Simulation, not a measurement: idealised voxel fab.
Herein follows the process module entitled voxel capacitor over wiring.
cross-section cut | 205 nm wide | cells 5 nm
If you're reading a cross-section in this doc, picture square cells in a grid; it comes to you as bands, top ones listed first down to the bottom, and a band can be one or more rows of cells. Read a band's entry like this: the first values are the height of its top and the height of its bottom in nm, and what follows is the sequence of materials from left to right, each with its width in nm. Note that "air" is empty space, and that a single material marked "full width" reaches across the band from edge to edge. Where do heights start? At 0: under that level the wafer as delivered is made of one material only. And the lowest band has no floor; it just carries on downward, as in "0 nm and below". The width entry "30 to 40" should be interpreted row by row: the top row of cells in the band takes the first number, the bottom row takes the second number, and the change between adjacent rows is uniform throughout. It should be understood that the words "stayed the same", when stated for a given step, signify that the cross-section underwent no change in any of its cells during that step. "Closed void catalog" specifies each empty space that is not open to the top and that occupies no fewer than 8 cells, using the form width x height at distance, the distance measured from the left edge and all three quantities in nm. Past the settings on a step's line: simulator remark, on that step. overlay nm: how far to the right of its planned place the mask lay on this masked step (negative: to the left).
### The following list gives the planned process steps
1: RECEIVE [material Si]
2: CONFORMAL_DEP [material SiO2] [thk nm 10]
3: DIRECTIONAL_DEP [material TiN] [thk nm 5]
4: DIRECTIONAL_DEP [material W] [thk nm 15]
5: MASKED_ETCH [tone cover] [mask id METAL_1] [width nm 25] [pitch nm 90] [etch materials W] [depth nm 15] [overlay nm 0]
6: MASKED_ETCH [tone cover] [mask id METAL_1] [width nm 25] [pitch nm 90] [etch materials TiN] [depth nm 5] [overlay nm 0]
7: FILL_DEP [material lowk] [thk nm 10]
8: CMP [height nm 30]
9: CONFORMAL_DEP [material SiCN] [thk nm 5]
10: DIRECTIONAL_DEP [material SiO2] [thk nm 10]
11: DIRECTIONAL_DEP [material aC] [thk nm 15]
12: PATTERN [tone open] [mask id PLUG_1] [material resist] [width nm 15] [thk nm 30] [overlay nm 0]
13: DIRECTIONAL_ETCH [etch materials aC] [depth nm 15]
14: STRIP [etch materials resist]
15: DIRECTIONAL_ETCH [etch materials SiO2] [depth nm 10]
16: DIRECTIONAL_ETCH [etch materials SiCN] [depth nm 5]
17: STRIP [etch materials aC]
18: EPI [material Ru] [thk nm 10]
19: EPI [material Ru] [thk nm 5]
20: DIRECTIONAL_DEP [material TiN] [thk nm 10]
21: DIRECTIONAL_DEP [material SiN] [thk nm 5]
22: DIRECTIONAL_DEP [material TiN] [thk nm 5]
23: PATTERN [tone cover] [mask id UPPER_PLATE] [material resist] [width nm 70] [thk nm 15] [overlay nm 0]
24: DIRECTIONAL_ETCH [etch materials TiN] [depth nm 5]
25: DIRECTIONAL_ETCH [etch materials SiN] [depth nm 5]
26: STRIP [etch materials resist]
27: PATTERN [tone cover] [mask id LOWER_PLATE] [material resist] [width nm 80] [thk nm 15] [overlay nm -15]
28: DIRECTIONAL_ETCH [etch materials TiN] [depth nm 10]
29: STRIP [etch materials resist]
30: FILL_DEP [material SiO2] [thk nm 15]
31: CMP [height nm 75]
32: MASKED_ETCH [tone open] [mask id PLUG_2] [width nm 15] [etch materials SiO2] [depth nm 10] [overlay nm 0]
33: CONFORMAL_DEP [material TiN] [thk nm 5]
34: FILL_DEP [material Cu] [thk nm 5]
35: CMP [height nm 75]
36: CONFORMAL_DEP [material SiN] [thk nm 5]
Split variable: overlay nm, step 27. Plan value = first wafer. Wafers start alike.
### Cut through the first of several wafers as received, post step 1
0 nm and below: Si full width
Closed void catalog: none
### Note: the following table is arranged by wafer, a row apiece. Each row reports the end-of-module state: per material, cells gained (+) or cells lost (-) compared with the wafer as received; closed voids follow
overlay nm -15; +1 Cu; +9 Ru; +38 SiCN; +55 SiN; +336 SiO2; +63 TiN; +30 W; +124 lowk; Closed void catalog: none
overlay nm -10; +1 Cu; +9 Ru; +38 SiCN; +55 SiN; +337 SiO2; +62 TiN; +30 W; +124 lowk; Closed void catalog: none
overlay nm -5; +1 Cu; +9 Ru; +38 SiCN; +55 SiN; +338 SiO2; +61 TiN; +30 W; +124 lowk; Closed void catalog: none
overlay nm 0; +1 Cu; +9 Ru; +38 SiCN; +55 SiN; +338 SiO2; +61 TiN; +30 W; +124 lowk; Closed void catalog: none
overlay nm 5; +1 Cu; +9 Ru; +38 SiCN; +55 SiN; +338 SiO2; +61 TiN; +30 W; +124 lowk; Closed void catalog: none
overlay nm 10; +1 Cu; +9 Ru; +38 SiCN; +55 SiN; +337 SiO2; +62 TiN; +30 W; +124 lowk; Closed void catalog: none
overlay nm 15; +1 Cu; +9 Ru; +38 SiCN; +55 SiN; +336 SiO2; +63 TiN; +30 W; +124 lowk; Closed void catalog: none
